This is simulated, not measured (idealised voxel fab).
Module name: voxel spacer lines (process module)
Square cell edge 5 nm, section width 165 nm, ID cut.
Cross-section spec: square-cell grid; bands listed top down; each band is one or more rows.
It is stipulated that each band's entry specify, in nanometres, the height of the top of the band and then that of its bottom, followed by the materials of the band in left-to-right sequence, each together with its width in nanometres. A single material marked by the word "full width" is understood to fill the band from edge to edge; the word "empty" is understood to denote empty space.
Height is counted from the level 0, under which the received wafer is composed throughout of one material. The lowest of the bands is not closed at the bottom but continues downward, in the notation "from 0 down".
Top row gets the first number, bottom row gets the second, and each row in between changes by the same step: that is how a band width like "30 to 40" works.
Basically "remains unaltered" means that step didn't change any cell in the cross-section.
Empty spaces counting at least 8 cells and having no open way to the top are listed in "Closed empty spaces". The notation width x height at distance is used for each, the distance being from the left edge and all three values in nm.
Post-settings text on a step line: simulator's own remark regarding the step.
Regarding "overlay nm": on a step with a mask, it is the distance the mask lay to the right of its planned place; a negative value places it to the left.
-- Steps in the process plan
1,RECEIVE: material Si
2,CONFORMAL_DEP: material Al2O3, thk nm 5
3,DIRECTIONAL_DEP: material polySi, thk nm 15
4,DIRECTIONAL_DEP: material aC, thk nm 25
5,PATTERN: tone cover, mask id MANDREL, material resist, width nm 20, pitch nm 60, thk nm 30, overlay nm 0
6,DIRECTIONAL_ETCH: etch materials aC, depth nm 25
7,STRIP: etch materials resist
8,CONFORMAL_DEP: material SiO2, thk nm 10
9,DIRECTIONAL_ETCH: etch materials SiO2, depth nm 10
10,STRIP: etch materials aC
11,DIRECTIONAL_ETCH: etch materials polySi, depth nm 15
12,STRIP: etch materials SiO2
-- Cross-section of the wafer at receipt, which is the condition after step 1
> from 0 down: Si full width
> Closed empty spaces: none
-- Here's the cross-section of the first of our two wafers at the end of the module - it ran as planned
> from 20 to 5: 30 empty; 10 polySi; 20 empty; 10 polySi; 20 empty; 10 polySi; 20 empty; 10 polySi; 35 empty
> from 5 to 0: Al2O3 full width
> from 0 down: Si full width
> Closed empty spaces: none
-- Cross-section at end of module for the second wafer of two, which matched the first in starting point and plan and differed by one mistake in its processing
> from 20 to 5: 25 empty; 10 polySi; 30 empty; 10 polySi; 10 empty; 10 polySi; 30 empty; 10 polySi; 30 empty
> from 5 to 0: Al2O3 full width
> from 0 down: Si full width
> Closed empty spaces: none
What was done differently from what was planned? so step 5 ended up running with a different setting than we planned, it ran as PATTERN: tone cover, mask id MANDREL, material resist, width nm 30, pitch nm 60, thk nm 30, overlay nm 0
So at the finish, the second wafer's got exactly as many cells of each material as the first, just not in the same spots.
